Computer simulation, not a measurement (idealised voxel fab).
The process module presented herein is designated voxel self aligned vias.
Cross-section cut spans 245 nm and uses square cells 5 nm in size.
Format of a cross-section: grid, square cells. Given as bands. Order: top down. Band: one or more rows of cells. A band entry consists of two parts. The first gives the height of the band's top and the height of its bottom, in nm. The rest lists the band's materials from left to right, each with its width in nm. A single material labelled with the word "edge to edge" fills the band from edge to edge, and the word "air" marks empty space. Heights are expressed relative to 0, this being the level below which the as-received wafer comprises one material exclusively. The lowest band is unbounded in the downward direction and is denoted as in "0..down". With a width like "30..40", each row of cells in the band differs from the next by the same amount, the top row carrying the first number and the bottom row the second. "nothing got changed" -> step changed no cross-section cell. Any empty space of 8 cells or more lacking an open way to the top shows up in "Unvented voids" as width x height at distance, distance from the left edge, in nm. Heads up: the bit after the settings on a step's line is the simulator's remark on that step. "overlay nm" denotes, for a step that has a mask, the displacement of the mask to the right of its planned place, with negative values corresponding to the left.
### Steps in the process plan
1 RECEIVE | material Si
2 CONFORMAL_DEP | material SiO2 | thk nm 15
3 CONFORMAL_DEP | material SiCN | thk nm 5
4 DIRECTIONAL_DEP | material SiO2 | thk nm 20
5 MASKED_ETCH | tone open | mask id LINES | width nm 25 | pitch nm 60 | etch materials SiO2 | depth nm 20 | overlay nm 0
6 CONFORMAL_DEP | material TiN | thk nm 5
7 FILL_DEP | material W | thk nm 10
8 CMP | height nm 40
9 SELECTIVE_ETCH | etch materials W Ru TiN | depth nm 10
10 FILL_DEP | material SiN | thk nm 5
11 CMP | height nm 40
12 DIRECTIONAL_DEP | material SiO2 | thk nm 15
13 MASKED_ETCH | tone open | mask id VIAS | width nm 45 | pitch nm 60 | etch materials SiO2 | depth nm 15 | overlay nm 0
14 MASKED_ETCH | tone open | mask id VIAS | width nm 45 | pitch nm 60 | etch materials SiN | depth nm 10 | overlay nm 0
15 CONFORMAL_DEP | material TiN | thk nm 5
16 FILL_DEP | material Cu | thk nm 10
17 CMP | height nm 55
18 CONFORMAL_DEP | material SiCN | thk nm 5
### The cross-section here shows the wafer as received, i.e. in its state after step 1
  0..down: Si edge to edge
  Unvented voids: none
### Cross-section: first of two wafers, module finished, run according to plan
  60..55: SiCN edge to edge
  55..45: SiO2 70, TiN 5, Cu 35, TiN 5, SiO2 15, TiN 5, Cu 35, TiN 5, SiO2 70
  45..35: SiO2 70..80, TiN 15..5, Cu 15, TiN 15..5, SiO2 15..35, TiN 15..5, Cu 15, TiN 15..5, SiO2 70..80
  35..30: SiO2 80, TiN 25, SiO2 35, TiN 25, SiO2 80
  30..25: SiO2 80, TiN 5, W 15, TiN 5, SiO2 35, TiN 5, W 15, TiN 5, SiO2 80
  25..20: SiO2 80, TiN 25, SiO2 35, TiN 25, SiO2 80
  20..15: SiCN edge to edge
  15..0: SiO2 edge to edge
  0..down: Si edge to edge
  Unvented voids: none
### Here is the second of the two wafers cut open at the end of the module - same start, same plan as the first one, but we made one mistake running it
  60..55: SiCN edge to edge
  55..45: SiO2 70, TiN 5, Cu 35, TiN 5, SiO2 15, TiN 5, Cu 35, TiN 5, SiO2 70
  45..35: SiO2 70..75, TiN 10..5, Cu 25, TiN 10..5, SiO2 15..25, TiN 10..5, Cu 25, TiN 10..5, SiO2 70..75
  35..30: SiO2 75, TiN 35, SiO2 25, TiN 35, SiO2 75
  30..25: SiO2 75, TiN 5, W 25, TiN 5, SiO2 25, TiN 5, W 25, TiN 5, SiO2 75
  25..20: SiO2 75, TiN 35, SiO2 25, TiN 35, SiO2 75
  20..15: SiCN edge to edge
  15..0: SiO2 edge to edge
  0..down: Si edge to edge
  Unvented voids: none
what went wrong: off-plan run, step 5, actual operation and settings MASKED_ETCH | tone open | mask id LINES | width nm 35 | pitch nm 60 | etch materials SiO2 | depth nm 20 | overlay nm 0
Final tally in cells, some materials are higher or lower on the second wafer than on the first: Cu: 8 more | SiO2: 16 fewer | TiN: 4 more | W: 4 more
